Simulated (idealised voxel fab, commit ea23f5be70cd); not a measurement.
Process module in this document: voxel self aligned vias
FYI the section here is cut, 235 nm wide, cells are 5 nm squares.
Cross-section, as written here: a square-cell grid given band by band from the top down, where a band holds one or more rows of cells. Per band: top height and bottom height in nm, followed by the left-to-right materials and their widths in nm; "throughout" marks a single material spanning edge to edge, "blank" marks empty space. Basically, 0 is our baseline, since under it the wafer straight out of the box is all one material. The bottom band has no lower end and keeps on going down, so it looks like "from 0 down". Read "30->40" as a graded width: first number on top, second number at the bottom, same change between each pair of neighbouring rows. Where the words "left unchanged" appear for a step, the cross-section shows no cell changed by that step; every cell remained as before. So "Enclosed void listing" is basically the list of trapped voids: any empty space of 8 cells or more that can't reach the top through an opening. They're written width x height at distance, the distance being from the left edge, and it's all nm. Formally, on a step line, whatever follows the settings is a remark that the simulator itself makes on the step. Among the settings permitted on a step's line is "overlay nm"; applied to a step with a mask, it specifies the extent to which the mask lay to the right of its planned position, whereas a negative figure signifies a position to the left. Pairs, read this way: before one process step on the one hand, after it on the other, the after cross-section ending at the lowest band that changed; the step between, settings included, beneath. Same starting wafer throughout, but possibly different runs of this module, so no pair continues from the pair above unless its entry headed "Ex-ante state" says so.
# Ex-ante state
	from 0 down = Si throughout
	Enclosed void listing: none
# Post-Step Appearance
	from 10 to 0 = SiO2 throughout
	Heights below 0 show no change.
	Enclosed void listing: none
Name the step between the before and after sections above: CONFORMAL_DEP | material SiO2 | thk nm 10
Ex-ante state: the after view from the pair directly above serves as the before view here.
# Post-Step Appearance
	from 15 to 10 = SiCN throughout
	Heights below 10 show no change.
	Enclosed void listing: none
Name the step between the before and after sections above: CONFORMAL_DEP | material SiCN | thk nm 5
Ex-ante state: the after view from the pair directly above serves as the before view here.
# Post-Step Appearance
	from 35 to 15 = lowk throughout
	Heights below 15 show no change.
	Enclosed void listing: none
Name the step between the before and after sections above: DIRECTIONAL_DEP | material lowk | thk nm 20
Ex-ante state: the after view from the pair directly above serves as the before view here.
# Post-Step Appearance
	from 50 to 35 = 70 of resist / 25 of blank / 40 of resist / 25 of blank / 75 of resist
	Heights below 35 show no change.
	Enclosed void listing: none
Name the step between the before and after sections above: PATTERN | tone open | mask id LINES | material resist | width nm 25 | pitch nm 65 | thk nm 15 | overlay nm 0
Ex-ante state: the after view from the pair directly above serves as the before view here.
# Post-Step Appearance
	from 50 to 35 = 70 of resist / 25 of blank / 40 of resist / 25 of blank / 75 of resist
	from 35 to 15 = 70 of lowk / 25 of blank / 40 of lowk / 25 of blank / 75 of lowk
	Heights below 15 show no change.
	Enclosed void listing: none
Name the step between the before and after sections above: DIRECTIONAL_ETCH | etch materials lowk | depth nm 20
Ex-ante state: the after view from the pair directly above serves as the before view here.
# Post-Step Appearance
	from 35 to 15 = 70 of lowk / 25 of blank / 40 of lowk / 25 of blank / 75 of lowk
	Heights below 15 show no change.
	Enclosed void listing: none
Name the step between the before and after sections above: STRIP | etch materials resist
Ex-ante state: the after view from the pair directly above serves as the before view here.
# Post-Step Appearance
	from 40 to 35 = 75 of TiN / 15 of blank / 50 of TiN / 15 of blank / 80 of TiN
	from 35 to 20 = 70 of lowk / 5 of TiN / 15 of blank / 5 of TiN / 40 of lowk / 5 of TiN / 15 of blank / 5 of TiN / 75 of lowk
	from 20 to 15 = 70 of lowk / 25 of TiN / 40 of lowk / 25 of TiN / 75 of lowk
	Heights below 15 show no change.
	Enclosed void listing: none
Name the step between the before and after sections above: CONFORMAL_DEP | material TiN | thk nm 5
Ex-ante state: the after view from the pair directly above serves as the before view here.
# Post-Step Appearance
	from 45 to 40 = Ru throughout
	from 40 to 35 = 75 of TiN / 15 of Ru / 50 of TiN / 15 of Ru / 80 of TiN
	from 35 to 20 = 70 of lowk / 5 of TiN / 15 of Ru / 5 of TiN / 40 of lowk / 5 of TiN / 15 of Ru / 5 of TiN / 75 of lowk
	Heights below 20 show no change.
	Enclosed void listing: none
Name the step between the before and after sections above: FILL_DEP | material Ru | thk nm 5
Ex-ante state: the after view from the pair directly above serves as the before view here.
# Post-Step Appearance
	from 35 to 20 = 70 of lowk / 5 of TiN / 15 of Ru / 5 of TiN / 40 of lowk / 5 of TiN / 15 of Ru / 5 of TiN / 75 of lowk
	Heights below 20 show no change.
	Enclosed void listing: none
Name the step between the before and after sections above: CMP | height nm 35
Ex-ante state: the after view from the pair directly above serves as the before view here.
# Post-Step Appearance
	from 35 to 25 = 70 of lowk / 25 of blank / 40 of lowk / 25 of blank / 75 of lowk
	Heights below 25 show no change.
	Enclosed void listing: none
Name the step between the before and after sections above: SELECTIVE_ETCH | etch materials W Ru TiN | depth nm 10
Ex-ante state: the after view from the pair directly above serves as the before view here.
# Post-Step Appearance
	from 45 to 35 = SiN throughout
	from 35 to 25 = 70 of lowk / 25 of SiN / 40 of lowk / 25 of SiN / 75 of lowk
	Heights below 25 show no change.
	Enclosed void listing: none
Name the step between the before and after sections above: FILL_DEP | material SiN | thk nm 10
Ex-ante state: the after view from the pair directly above serves as the before view here.
# Post-Step Appearance
	from 35 to 25 = 70 of lowk / 25 of SiN / 40 of lowk / 25 of SiN / 75 of lowk
	Heights below 25 show no change.
	Enclosed void listing: none
Name the step between the before and after sections above: CMP | height nm 35
Ex-ante state: the after view from the pair directly above serves as the before view here.
# Post-Step Appearance
	from 55 to 35 = lowk throughout
	Heights below 35 show no change.
	Enclosed void listing: none
Name the step between the before and after sections above: DIRECTIONAL_DEP | material lowk | thk nm 20
Ex-ante state: the after view from the pair directly above serves as the before view here.
# Post-Step Appearance
	from 65 to 55 = aC throughout
	Heights below 55 show no change.
	Enclosed void listing: none
Name the step between the before and after sections above: DIRECTIONAL_DEP | material aC | thk nm 10
Ex-ante state: the after view from the pair directly above serves as the before view here.
# Post-Step Appearance
	from 95 to 65 = 65 of resist / 35 of blank / 135 of resist
	Heights below 65 show no change.
	Enclosed void listing: none
Name the step between the before and after sections above: PATTERN | tone open | mask id VIAS | material resist | width nm 35 | thk nm 30 | overlay nm 0
Ex-ante state: the after view from the pair directly above serves as the before view here.
# Post-Step Appearance
	from 85 to 65 = 65 of resist / 35 of blank / 135 of resist
	from 65 to 55 = 65 of aC / 35 of blank / 135 of aC
	Heights below 55 show no change.
	Enclosed void listing: none
Name the step between the before and after sections above: DIRECTIONAL_ETCH | etch materials aC | depth nm 10
Ex-ante state: the after view from the pair directly above serves as the before view here.
# Post-Step Appearance
	from 65 to 55 = 65 of aC / 35 of blank / 135 of aC
	Heights below 55 show no change.
	Enclosed void listing: none
Name the step between the before and after sections above: STRIP | etch materials resist
Ex-ante state: the after view from the pair directly above serves as the before view here.
# Post-Step Appearance
	from 65 to 55 = 65 of aC / 35 of blank / 135 of aC
	from 55 to 35 = 65 of lowk / 35 of blank / 135 of lowk
	Heights below 35 show no change.
	Enclosed void listing: none
Name the step between the before and after sections above: DIRECTIONAL_ETCH | etch materials lowk | depth nm 20
Ex-ante state: the after view from the pair directly above serves as the before view here.
# Post-Step Appearance
	from 65 to 55 = 65 of aC / 35 of blank / 135 of aC
	from 55 to 35 = 65 of lowk / 35 of blank / 135 of lowk
	from 35 to 25 = 70 of lowk / 25 of blank / 40 of lowk / 25 of SiN / 75 of lowk
	Heights below 25 show no change.
	Enclosed void listing: none
Name the step between the before and after sections above: DIRECTIONAL_ETCH | etch materials SiN | depth nm 10
Ex-ante state: the after view from the pair directly above serves as the before view here.
# Post-Step Appearance
	from 55 to 35 = 65 of lowk / 35 of blank / 135 of lowk
	Heights below 35 show no change.
	Enclosed void listing: none
Name the step between the before and after sections above: STRIP | etch materials aC
Ex-ante state: the after view from the pair directly above serves as the before view here.
# Post-Step Appearance
	from 60 to 55 = 70 of TiN / 25 of blank / 140 of TiN
	from 55 to 40 = 65 of lowk / 5 of TiN / 25 of blank / 5 of TiN / 135 of lowk
	from 40 to 35 = 65 of lowk / 10 of TiN / 15 of blank / 10 of TiN / 135 of lowk
	from 35 to 30 = 70 of lowk / 5 of TiN / 15 of blank / 5 of TiN / 40 of lowk / 25 of SiN / 75 of lowk
	from 30 to 25 = 70 of lowk / 25 of TiN / 40 of lowk / 25 of SiN / 75 of lowk
	Heights below 25 show no change.
	Enclosed void listing: none
Name the step between the before and after sections above: CONFORMAL_DEP | material TiN | thk nm 5
Ex-ante state: the after view from the pair directly above serves as the before view here.
# Post-Step Appearance
	from 70 to 60 = W throughout
	from 60 to 55 = 70 of TiN / 25 of W / 140 of TiN
	from 55 to 40 = 65 of lowk / 5 of TiN / 25 of W / 5 of TiN / 135 of lowk
	from 40 to 35 = 65 of lowk / 10 of TiN / 15 of W / 10 of TiN / 135 of lowk
	from 35 to 30 = 70 of lowk / 5 of TiN / 15 of W / 5 of TiN / 40 of lowk / 25 of SiN / 75 of lowk
	Heights below 30 show no change.
	Enclosed void listing: none
Name the step between the before and after sections above: FILL_DEP | material W | thk nm 10
Ex-ante state: the after view from the pair directly above serves as the before view here.
# Post-Step Appearance
	from 55 to 40 = 65 of lowk / 5 of TiN / 25 of W / 5 of TiN / 135 of lowk
	Heights below 40 show no change.
	Enclosed void listing: none
Name the step between the before and after sections above: CMP | height nm 55
Ex-ante state: the after view from the pair directly above serves as the before view here.
# Post-Step Appearance
	from 60 to 55 = SiN throughout
	Heights below 55 show no change.
	Enclosed void listing: none
Name the step between the before and after sections above: CONFORMAL_DEP | material SiN | thk nm 5
# Ex-ante state
	from 0 down = Si throughout
	Enclosed void listing: none
# Post-Step Appearance
	from 5 to 0 = SiCN throughout
	Heights below 0 show no change.
	Enclosed void listing: none
Name the step between the before and after sections above: CONFORMAL_DEP | material SiCN | thk nm 5
Ex-ante state: the after view from the pair directly above serves as the before view here.
# Post-Step Appearance
	from 25 to 5 = lowk throughout
	Heights below 5 show no change.
	Enclosed void listing: none
Name the step between the before and after sections above: DIRECTIONAL_DEP | material lowk | thk nm 20
Ex-ante state: the after view from the pair directly above serves as the before view here.
# Post-Step Appearance
	from 40 to 25 = 70 of resist / 25 of blank / 40 of resist / 25 of blank / 75 of resist
	Heights below 25 show no change.
	Enclosed void listing: none
Name the step between the before and after sections above: PATTERN | tone open | mask id LINES | material resist | width nm 25 | pitch nm 65 | thk nm 15 | overlay nm 0
Ex-ante state: the after view from the pair directly above serves as the before view here.
# Post-Step Appearance
	from 40 to 25 = 70 of resist / 25 of blank / 40 of resist / 25 of blank / 75 of resist
	from 25 to 5 = 70 of lowk / 25 of blank / 40 of lowk / 25 of blank / 75 of lowk
	Heights below 5 show no change.
	Enclosed void listing: none
Name the step between the before and after sections above: DIRECTIONAL_ETCH | etch materials lowk | depth nm 20
Ex-ante state: the after view from the pair directly above serves as the before view here.
# Post-Step Appearance
	from 25 to 5 = 70 of lowk / 25 of blank / 40 of lowk / 25 of blank / 75 of lowk
	Heights below 5 show no change.
	Enclosed void listing: none
Name the step between the before and after sections above: STRIP | etch materials resist
Ex-ante state: the after view from the pair directly above serves as the before view here.
# Post-Step Appearance
	from 30 to 25 = 75 of TiN / 15 of blank / 50 of TiN / 15 of blank / 80 of TiN
	from 25 to 10 = 70 of lowk / 5 of TiN / 15 of blank / 5 of TiN / 40 of lowk / 5 of TiN / 15 of blank / 5 of TiN / 75 of lowk
	from 10 to 5 = 70 of lowk / 25 of TiN / 40 of lowk / 25 of TiN / 75 of lowk
	Heights below 5 show no change.
	Enclosed void listing: none
Name the step between the before and after sections above: CONFORMAL_DEP | material TiN | thk nm 5
Ex-ante state: the after view from the pair directly above serves as the before view here.
# Post-Step Appearance
	from 35 to 30 = Ru throughout
	from 30 to 25 = 75 of TiN / 15 of Ru / 50 of TiN / 15 of Ru / 80 of TiN
	from 25 to 10 = 70 of lowk / 5 of TiN / 15 of Ru / 5 of TiN / 40 of lowk / 5 of TiN / 15 of Ru / 5 of TiN / 75 of lowk
	Heights below 10 show no change.
	Enclosed void listing: none
Name the step between the before and after sections above: FILL_DEP | material Ru | thk nm 5
Ex-ante state: the after view from the pair directly above serves as the before view here.
# Post-Step Appearance
	from 25 to 10 = 70 of lowk / 5 of TiN / 15 of Ru / 5 of TiN / 40 of lowk / 5 of TiN / 15 of Ru / 5 of TiN / 75 of lowk
	Heights below 10 show no change.
	Enclosed void listing: none
Name the step between the before and after sections above: SELECTIVE_ETCH | etch materials W Ru TiN | depth nm 10
Ex-ante state: the after view from the pair directly above serves as the before view here.
# Post-Step Appearance
	from 35 to 25 = SiN throughout
	Heights below 25 show no change.
	Enclosed void listing: none
Name the step between the before and after sections above: FILL_DEP | material SiN | thk nm 10
Ex-ante state: the after view from the pair directly above serves as the before view here.
# Post-Step Appearance
	from 55 to 35 = lowk throughout
	Heights below 35 show no change.
	Enclosed void listing: none
Name the step between the before and after sections above: DIRECTIONAL_DEP | material lowk | thk nm 20
Ex-ante state: the after view from the pair directly above serves as the before view here.
# Post-Step Appearance
	from 65 to 55 = aC throughout
	Heights below 55 show no change.
	Enclosed void listing: none
Name the step between the before and after sections above: DIRECTIONAL_DEP | material aC | thk nm 10
Ex-ante state: the after view from the pair directly above serves as the before view here.
# Post-Step Appearance
	from 95 to 65 = 65 of resist / 35 of blank / 135 of resist
	Heights below 65 show no change.
	Enclosed void listing: none
Name the step between the before and after sections above: PATTERN | tone open | mask id VIAS | material resist | width nm 35 | thk nm 30 | overlay nm 0
Ex-ante state: the after view from the pair directly above serves as the before view here.
# Post-Step Appearance
	from 85 to 65 = 65 of resist / 35 of blank / 135 of resist
	from 65 to 55 = 65 of aC / 35 of blank / 135 of aC
	Heights below 55 show no change.
	Enclosed void listing: none
Name the step between the before and after sections above: DIRECTIONAL_ETCH | etch materials aC | depth nm 10
Ex-ante state: the after view from the pair directly above serves as the before view here.
# Post-Step Appearance
	from 65 to 55 = 65 of aC / 35 of blank / 135 of aC
	Heights below 55 show no change.
	Enclosed void listing: none
Name the step between the before and after sections above: STRIP | etch materials resist
Ex-ante state: the after view from the pair directly above serves as the before view here.
# Post-Step Appearance
	from 65 to 55 = 65 of aC / 35 of blank / 135 of aC
	from 55 to 35 = 65 of lowk / 35 of blank / 135 of lowk
	Heights below 35 show no change.
	Enclosed void listing: none
Name the step between the before and after sections above: DIRECTIONAL_ETCH | etch materials lowk | depth nm 20
Ex-ante state: the after view from the pair directly above serves as the before view here.
# Post-Step Appearance
	from 65 to 55 = 65 of aC / 35 of blank / 135 of aC
	from 55 to 35 = 65 of lowk / 35 of blank / 135 of lowk
	from 35 to 25 = 65 of SiN / 35 of blank / 135 of SiN
	Heights below 25 show no change.
	Enclosed void listing: none
Name the step between the before and after sections above: DIRECTIONAL_ETCH | etch materials SiN | depth nm 10
Ex-ante state: the after view from the pair directly above serves as the before view here.
# Post-Step Appearance
	from 55 to 35 = 65 of lowk / 35 of blank / 135 of lowk
	Heights below 35 show no change.
	Enclosed void listing: none
Name the step between the before and after sections above: STRIP | etch materials aC
Ex-ante state: the after view from the pair directly above serves as the before view here.
# Post-Step Appearance
	from 60 to 55 = 70 of TiN / 25 of blank / 140 of TiN
	from 55 to 35 = 65 of lowk / 5 of TiN / 25 of blank / 5 of TiN / 135 of lowk
	from 35 to 30 = 65 of SiN / 5 of TiN / 25 of blank / 5 of TiN / 135 of SiN
	from 30 to 25 = 65 of SiN / 35 of TiN / 135 of SiN
	Heights below 25 show no change.
	Enclosed void listing: none
Name the step between the before and after sections above: CONFORMAL_DEP | material TiN | thk nm 5
Ex-ante state: the after view from the pair directly above serves as the before view here.
# Post-Step Appearance
	from 70 to 60 = W throughout
	from 60 to 55 = 70 of TiN / 25 of W / 140 of TiN
	from 55 to 35 = 65 of lowk / 5 of TiN / 25 of W / 5 of TiN / 135 of lowk
	from 35 to 30 = 65 of SiN / 5 of TiN / 25 of W / 5 of TiN / 135 of SiN
	Heights below 30 show no change.
	Enclosed void listing: none
Name the step between the before and after sections above: FILL_DEP | material W | thk nm 10
Ex-ante state: the after view from the pair directly above serves as the before view here.
# Post-Step Appearance
	from 55 to 35 = 65 of lowk / 5 of TiN / 25 of W / 5 of TiN / 135 of lowk
	Heights below 35 show no change.
	Enclosed void listing: none
Name the step between the before and after sections above: CMP | height nm 55
Ex-ante state: the after view from the pair directly above serves as the before view here.
# Post-Step Appearance
	from 60 to 55 = SiN throughout
	Heights below 55 show no change.
	Enclosed void listing: none
Name the step between the before and after sections above: CONFORMAL_DEP | material SiN | thk nm 5
# Ex-ante state
	from 65 to 55 = 65 of aC / 35 of blank / 135 of aC
	from 55 to 35 = 65 of lowk / 35 of blank / 135 of lowk
	from 35 to 25 = 70 of lowk / 25 of SiN / 40 of lowk / 25 of SiN / 75 of lowk
	from 25 to 20 = 70 of lowk / 5 of TiN / 15 of Ru / 5 of TiN / 40 of lowk / 5 of TiN / 15 of Ru / 5 of TiN / 75 of lowk
	from 20 to 15 = 70 of lowk / 25 of TiN / 40 of lowk / 25 of TiN / 75 of lowk
	from 15 to 10 = SiCN throughout
	from 10 to 0 = SiO2 throughout
	from 0 down = Si throughout
	Enclosed void listing: none
# Post-Step Appearance
	from 65 to 55 = 65 of aC / 35 of blank / 135 of aC
	from 55 to 35 = 65 of lowk / 35 of blank / 135 of lowk
	from 35 to 25 = 65 of lowk / 5 of blank / 25 of SiN / 5 of blank / 35 of lowk / 25 of SiN / 75 of lowk
	from 25 to 20 = 65 of lowk / 5 of blank / 5 of TiN / 15 of Ru / 5 of TiN / 5 of blank / 35 of lowk / 5 of TiN / 15 of Ru / 5 of TiN / 75 of lowk
	from 20 to 15 = 65 of lowk / 5 of blank / 25 of TiN / 5 of blank / 35 of lowk / 25 of TiN / 75 of lowk
	Heights below 15 show no change.
	Enclosed void listing: none
Name the step between the before and after sections above: DIRECTIONAL_ETCH | etch materials lowk | depth nm 20
Ex-ante state: the after view from the pair directly above serves as the before view here.
# Post-Step Appearance
	from 65 to 55 = 65 of aC / 35 of blank / 135 of aC
	from 55 to 35 = 65 of lowk / 35 of blank / 135 of lowk
	from 35 to 25 = 65 of lowk / 35 of blank / 35 of lowk / 25 of SiN / 75 of lowk
	Heights below 25 show no change.
	Enclosed void listing: none
Name the step between the before and after sections above: DIRECTIONAL_ETCH | etch materials SiN | depth nm 10
Ex-ante state: the after view from the pair directly above serves as the before view here.
# Post-Step Appearance
	from 55 to 35 = 65 of lowk / 35 of blank / 135 of lowk
	Heights below 35 show no change.
	Enclosed void listing: none
Name the step between the before and after sections above: STRIP | etch materials aC
Ex-ante state: the after view from the pair directly above serves as the before view here.
# Post-Step Appearance
	from 60 to 55 = 70 of TiN / 25 of blank / 140 of TiN
	from 55 to 35 = 65 of lowk / 5 of TiN / 25 of blank / 5 of TiN / 135 of lowk
	from 35 to 30 = 65 of lowk / 5 of TiN / 25 of blank / 5 of TiN / 35 of lowk / 25 of SiN / 75 of lowk
	from 30 to 25 = 65 of lowk / 35 of TiN / 35 of lowk / 25 of SiN / 75 of lowk
	from 25 to 20 = 65 of lowk / 10 of TiN / 15 of Ru / 10 of TiN / 35 of lowk / 5 of TiN / 15 of Ru / 5 of TiN / 75 of lowk
	from 20 to 15 = 65 of lowk / 35 of TiN / 35 of lowk / 25 of TiN / 75 of lowk
	Heights below 15 show no change.
	Enclosed void listing: none
Name the step between the before and after sections above: CONFORMAL_DEP | material TiN | thk nm 5
Ex-ante state: the after view from the pair directly above serves as the before view here.
# Post-Step Appearance
	from 70 to 60 = W throughout
	from 60 to 55 = 70 of TiN / 25 of W / 140 of TiN
	from 55 to 35 = 65 of lowk / 5 of TiN / 25 of W / 5 of TiN / 135 of lowk
	from 35 to 30 = 65 of lowk / 5 of TiN / 25 of W / 5 of TiN / 35 of lowk / 25 of SiN / 75 of lowk
	Heights below 30 show no change.
	Enclosed void listing: none
Name the step between the before and after sections above: FILL_DEP | material W | thk nm 10
Ex-ante state: the after view from the pair directly above serves as the before view here.
# Post-Step Appearance
	from 55 to 35 = 65 of lowk / 5 of TiN / 25 of W / 5 of TiN / 135 of lowk
	Heights below 35 show no change.
	Enclosed void listing: none
Name the step between the before and after sections above: CMP | height nm 55
Ex-ante state: the after view from the pair directly above serves as the before view here.
# Post-Step Appearance
	from 60 to 55 = SiN throughout
	Heights below 55 show no change.
	Enclosed void listing: none
Name the step between the before and after sections above: CONFORMAL_DEP | material SiN | thk nm 5
# Ex-ante state
	from 5 to 0 = SiCN throughout
	from 0 down = Si throughout
	Enclosed void listing: none
# Post-Step Appearance
	from 15 to 5 = SiO2 throughout
	Heights below 5 show no change.
	Enclosed void listing: none
Name the step between the before and after sections above: CONFORMAL_DEP | material SiO2 | thk nm 10
Ex-ante state: the after view from the pair directly above serves as the before view here.
# Post-Step Appearance
	from 35 to 15 = lowk throughout
	Heights below 15 show no change.
	Enclosed void listing: none
Name the step between the before and after sections above: DIRECTIONAL_DEP | material lowk | thk nm 20
Ex-ante state: the after view from the pair directly above serves as the before view here.
# Post-Step Appearance
	from 50 to 35 = 70 of resist / 25 of blank / 40 of resist / 25 of blank / 75 of resist
	Heights below 35 show no change.
	Enclosed void listing: none
Name the step between the before and after sections above: PATTERN | tone open | mask id LINES | material resist | width nm 25 | pitch nm 65 | thk nm 15 | overlay nm 0
Ex-ante state: the after view from the pair directly above serves as the before view here.
# Post-Step Appearance
	from 50 to 35 = 70 of resist / 25 of blank / 40 of resist / 25 of blank / 75 of resist
	from 35 to 15 = 70 of lowk / 25 of blank / 40 of lowk / 25 of blank / 75 of lowk
	Heights below 15 show no change.
	Enclosed void listing: none
Name the step between the before and after sections above: DIRECTIONAL_ETCH | etch materials lowk | depth nm 20
Ex-ante state: the after view from the pair directly above serves as the before view here.
# Post-Step Appearance
	from 35 to 15 = 70 of lowk / 25 of blank / 40 of lowk / 25 of blank / 75 of lowk
	Heights below 15 show no change.
	Enclosed void listing: none
Name the step between the before and after sections above: STRIP | etch materials resist
Ex-ante state: the after view from the pair directly above serves as the before view here.
# Post-Step Appearance
	from 40 to 35 = 75 of TiN / 15 of blank / 50 of TiN / 15 of blank / 80 of TiN
	from 35 to 20 = 70 of lowk / 5 of TiN / 15 of blank / 5 of TiN / 40 of lowk / 5 of TiN / 15 of blank / 5 of TiN / 75 of lowk
	from 20 to 15 = 70 of lowk / 25 of TiN / 40 of lowk / 25 of TiN / 75 of lowk
	Heights below 15 show no change.
	Enclosed void listing: none
Name the step between the before and after sections above: CONFORMAL_DEP | material TiN | thk nm 5
Ex-ante state: the after view from the pair directly above serves as the before view here.
# Post-Step Appearance
	from 45 to 40 = Ru throughout
	from 40 to 35 = 75 of TiN / 15 of Ru / 50 of TiN / 15 of Ru / 80 of TiN
	from 35 to 20 = 70 of lowk / 5 of TiN / 15 of Ru / 5 of TiN / 40 of lowk / 5 of TiN / 15 of Ru / 5 of TiN / 75 of lowk
	Heights below 20 show no change.
	Enclosed void listing: none
Name the step between the before and after sections above: FILL_DEP | material Ru | thk nm 5
Ex-ante state: the after view from the pair directly above serves as the before view here.
# Post-Step Appearance
	from 35 to 20 = 70 of lowk / 5 of TiN / 15 of Ru / 5 of TiN / 40 of lowk / 5 of TiN / 15 of Ru / 5 of TiN / 75 of lowk
	Heights below 20 show no change.
	Enclosed void listing: none
Name the step between the before and after sections above: CMP | height nm 35
Ex-ante state: the after view from the pair directly above serves as the before view here.
# Post-Step Appearance
	from 35 to 25 = 70 of lowk / 25 of blank / 40 of lowk / 25 of blank / 75 of lowk
	Heights below 25 show no change.
	Enclosed void listing: none
Name the step between the before and after sections above: SELECTIVE_ETCH | etch materials W Ru TiN | depth nm 10
Ex-ante state: the after view from the pair directly above serves as the before view here.
# Post-Step Appearance
	from 45 to 35 = SiN throughout
	from 35 to 25 = 70 of lowk / 25 of SiN / 40 of lowk / 25 of SiN / 75 of lowk
	Heights below 25 show no change.
	Enclosed void listing: none
Name the step between the before and after sections above: FILL_DEP | material SiN | thk nm 10
Ex-ante state: the after view from the pair directly above serves as the before view here.
# Post-Step Appearance
	from 35 to 25 = 70 of lowk / 25 of SiN / 40 of lowk / 25 of SiN / 75 of lowk
	Heights below 25 show no change.
	Enclosed void listing: none
Name the step between the before and after sections above: CMP | height nm 35
Ex-ante state: the after view from the pair directly above serves as the before view here.
# Post-Step Appearance
	from 55 to 35 = lowk throughout
	Heights below 35 show no change.
	Enclosed void listing: none
Name the step between the before and after sections above: DIRECTIONAL_DEP | material lowk | thk nm 20
Ex-ante state: the after view from the pair directly above serves as the before view here.
# Post-Step Appearance
	from 65 to 55 = aC throughout
	Heights below 55 show no change.
	Enclosed void listing: none
Name the step between the before and after sections above: DIRECTIONAL_DEP | material aC | thk nm 10
Ex-ante state: the after view from the pair directly above serves as the before view here.
# Post-Step Appearance
	from 95 to 65 = 65 of resist / 35 of blank / 135 of resist
	Heights below 65 show no change.
	Enclosed void listing: none
Name the step between the before and after sections above: PATTERN | tone open | mask id VIAS | material resist | width nm 35 | thk nm 30 | overlay nm 0
Ex-ante state: the after view from the pair directly above serves as the before view here.
# Post-Step Appearance
	from 85 to 65 = 65 of resist / 35 of blank / 135 of resist
	from 65 to 55 = 65 of aC / 35 of blank / 135 of aC
	Heights below 55 show no change.
	Enclosed void listing: none
Name the step between the before and after sections above: DIRECTIONAL_ETCH | etch materials aC | depth nm 10
Ex-ante state: the after view from the pair directly above serves as the before view here.
# Post-Step Appearance
	from 65 to 55 = 65 of aC / 35 of blank / 135 of aC
	Heights below 55 show no change.
	Enclosed void listing: none
Name the step between the before and after sections above: STRIP | etch materials resist
Ex-ante state: the after view from the pair directly above serves as the before view here.
# Post-Step Appearance
	from 65 to 55 = 65 of aC / 35 of blank / 135 of aC
	from 55 to 35 = 65 of lowk / 35 of blank / 135 of lowk
	Heights below 35 show no change.
	Enclosed void listing: none
Name the step between the before and after sections above: DIRECTIONAL_ETCH | etch materials lowk | depth nm 20
Ex-ante state: the after view from the pair directly above serves as the before view here.
# Post-Step Appearance
	from 65 to 55 = 65 of aC / 35 of blank / 135 of aC
	from 55 to 35 = 65 of lowk / 35 of blank / 135 of lowk
	from 35 to 25 = 70 of lowk / 25 of blank / 40 of lowk / 25 of SiN / 75 of lowk
	Heights below 25 show no change.
	Enclosed void listing: none
Name the step between the before and after sections above: DIRECTIONAL_ETCH | etch materials SiN | depth nm 10
Ex-ante state: the after view from the pair directly above serves as the before view here.
# Post-Step Appearance
	from 55 to 35 = 65 of lowk / 35 of blank / 135 of lowk
	Heights below 35 show no change.
	Enclosed void listing: none
Name the step between the before and after sections above: STRIP | etch materials aC
Ex-ante state: the after view from the pair directly above serves as the before view here.
# Post-Step Appearance
	from 60 to 55 = 70 of TiN / 25 of blank / 140 of TiN
	from 55 to 40 = 65 of lowk / 5 of TiN / 25 of blank / 5 of TiN / 135 of lowk
	from 40 to 35 = 65 of lowk / 10 of TiN / 15 of blank / 10 of TiN / 135 of lowk
	from 35 to 30 = 70 of lowk / 5 of TiN / 15 of blank / 5 of TiN / 40 of lowk / 25 of SiN / 75 of lowk
	from 30 to 25 = 70 of lowk / 25 of TiN / 40 of lowk / 25 of SiN / 75 of lowk
	Heights below 25 show no change.
	Enclosed void listing: none
Name the step between the before and after sections above: CONFORMAL_DEP | material TiN | thk nm 5
Ex-ante state: the after view from the pair directly above serves as the before view here.
# Post-Step Appearance
	from 70 to 60 = W throughout
	from 60 to 55 = 70 of TiN / 25 of W / 140 of TiN
	from 55 to 40 = 65 of lowk / 5 of TiN / 25 of W / 5 of TiN / 135 of lowk
	from 40 to 35 = 65 of lowk / 10 of TiN / 15 of W / 10 of TiN / 135 of lowk
	from 35 to 30 = 70 of lowk / 5 of TiN / 15 of W / 5 of TiN / 40 of lowk / 25 of SiN / 75 of lowk
	Heights below 30 show no change.
	Enclosed void listing: none
Name the step between the before and after sections above: FILL_DEP | material W | thk nm 10
Ex-ante state: the after view from the pair directly above serves as the before view here.
# Post-Step Appearance
	from 55 to 40 = 65 of lowk / 5 of TiN / 25 of W / 5 of TiN / 135 of lowk
	Heights below 40 show no change.
	Enclosed void listing: none
Name the step between the before and after sections above: CMP | height nm 55
Ex-ante state: the after view from the pair directly above serves as the before view here.
# Post-Step Appearance
	from 60 to 55 = SiN throughout
	Heights below 55 show no change.
	Enclosed void listing: none
Name the step between the before and after sections above: CONFORMAL_DEP | material SiN | thk nm 5
# Ex-ante state
	from 70 to 60 = W throughout
	from 60 to 55 = 70 of TiN / 25 of W / 140 of TiN
	from 55 to 40 = 65 of lowk / 5 of TiN / 25 of W / 5 of TiN / 135 of lowk
	from 40 to 35 = 65 of lowk / 10 of TiN / 15 of W / 10 of TiN / 135 of lowk
	from 35 to 30 = 70 of lowk / 5 of TiN / 15 of W / 5 of TiN / 40 of lowk / 25 of SiN / 75 of lowk
	from 30 to 25 = 70 of lowk / 25 of TiN / 40 of lowk / 25 of SiN / 75 of lowk
	from 25 to 20 = 70 of lowk / 5 of TiN / 15 of Ru / 5 of TiN / 40 of lowk / 5 of TiN / 15 of Ru / 5 of TiN / 75 of lowk
	from 20 to 15 = 70 of lowk / 25 of TiN / 40 of lowk / 25 of TiN / 75 of lowk
	from 15 to 10 = SiCN throughout
	from 10 to 0 = SiO2 throughout
	from 0 down = Si throughout
	Enclosed void listing: none
# Post-Step Appearance
	from 65 to 60 = W throughout
	Heights below 60 show no change.
	Enclosed void listing: none
Name the step between the before and after sections above: CMP | height nm 65
Ex-ante state: the after view from the pair directly above serves as the before view here.
# Post-Step Appearance
	from 70 to 65 = SiN throughout
	Heights below 65 show no change.
	Enclosed void listing: none
Name the step between the before and after sections above: CONFORMAL_DEP | material SiN | thk nm 5
# Ex-ante state
	from 35 to 15 = lowk throughout
	from 15 to 10 = SiCN throughout
	from 10 to 0 = SiO2 throughout
	from 0 down = Si throughout
	Enclosed void listing: none
# Post-Step Appearance
	from 50 to 35 = 75 of resist / 15 of blank / 50 of resist / 15 of blank / 80 of resist
	Heights below 35 show no change.
	Enclosed void listing: none
Name the step between the before and after sections above: PATTERN | tone open | mask id LINES | material resist | width nm 15 | pitch nm 65 | thk nm 15 | overlay nm 0
Ex-ante state: the after view from the pair directly above serves as the before view here.
# Post-Step Appearance
	from 50 to 35 = 75 of resist / 15 of blank / 50 of resist / 15 of blank / 80 of resist
	from 35 to 15 = 75 of lowk / 15 of blank / 50 of lowk / 15 of blank / 80 of lowk
	Heights below 15 show no change.
	Enclosed void listing: none
Name the step between the before and after sections above: DIRECTIONAL_ETCH | etch materials lowk | depth nm 20
